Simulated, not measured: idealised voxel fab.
process module | voxel gate over fins
cross-section cut | 210 nm wide | cells 5 nm
A cross-section is a grid of square cells, given in bands from the top down. A band is one or more rows of cells.
Each band's line starts with the height of the band's top and of its bottom, in nm. Then come its materials from left to right, each with its width in nm. One material with "throughout" fills the band from edge to edge. "air" is empty space.
Height 0 is the level under which the wafer as received is all one material. The lowest band goes on downwards, as in "0 down".
A width such as "30 to 40" changes by the same amount from each row of cells to the next, from the band's top row to its bottom row.
"no change" after a step means that no cell of the cross-section changed.
closed voids: empty space of 8 cells or more with no open way to the top, each as width x height at its distance from the left edge, in nm
after a step's settings: what the simulator itself notes on the step
overlay nm, on a step with a mask: how far to the right of its planned place the mask lay; to the left if negative
plan
1 op RECEIVE | material Si
2 op CONFORMAL_DEP | material SiN | thk nm 10
3 op DIRECTIONAL_DEP | material aC | thk nm 10
4 op PATTERN | tone cover | mask id FINS | material resist | width nm 15 | pitch nm 55 | thk nm 30 | overlay nm 0
5 op DIRECTIONAL_ETCH | etch materials aC | depth nm 10
6 op STRIP | etch materials resist
7 op DIRECTIONAL_ETCH | etch materials SiN | depth nm 10
8 op DIRECTIONAL_ETCH | etch materials Si | depth nm 35
9 op STRIP | etch materials aC
10 op FILL_DEP | material SiO2 | thk nm 15
11 op CMP | height nm 10
12 op DIRECTIONAL_DEP | material aC | thk nm 10
13 op PATTERN | tone open | mask id RAIL | material resist | width nm 15 | thk nm 25 | overlay nm 0
14 op DIRECTIONAL_ETCH | etch materials aC | depth nm 10
15 op STRIP | etch materials resist
16 op DIRECTIONAL_ETCH | etch materials SiO2 | depth nm 40
17 op STRIP | etch materials aC
18 op CONFORMAL_DEP | material TiN | thk nm 5
19 op FILL_DEP | material W | thk nm 10
20 op CMP | height nm 10
21 op SELECTIVE_ETCH | etch materials W Ru TiN | depth nm 30
22 op FILL_DEP | material SiO2 | thk nm 5
23 op CMP | height nm 10
24 op SELECTIVE_ETCH | etch materials SiO2 | depth nm 20
25 op STRIP | etch materials SiN
26 op CONFORMAL_DEP | material HfO2 | thk nm 5
27 op CONFORMAL_DEP | material TiN | thk nm 5
28 op CONFORMAL_DEP | material TiAl | thk nm 5
29 op CONFORMAL_DEP | material TiN | thk nm 5
30 op FILL_DEP | material W | thk nm 15
31 op CMP | height nm 30
32 op CONFORMAL_DEP | material SiCN | thk nm 10
varied across the wafers: width nm of step 13. The plan shows the first wafer's value. All wafers start alike
first wafer as received, after step 1
  0 down: Si throughout
  closed voids: none
each wafer at the end: cells of each material gained (+) or lost (-) since it was received, then its closed voids
width nm 15 | +54 HfO2 | -231 Si | +84 SiCN | +159 SiO2 | +54 TiAl | +113 TiN | +103 W | closed voids: none
width nm 20 | +54 HfO2 | -231 Si | +84 SiCN | +157 SiO2 | +54 TiAl | +114 TiN | +104 W | closed voids: none
width nm 25 | +54 HfO2 | -231 Si | +84 SiCN | +155 SiO2 | +54 TiAl | +115 TiN | +105 W | closed voids: none
width nm 30 | +54 HfO2 | -231 Si | +84 SiCN | +153 SiO2 | +54 TiAl | +116 TiN | +106 W | closed voids: none
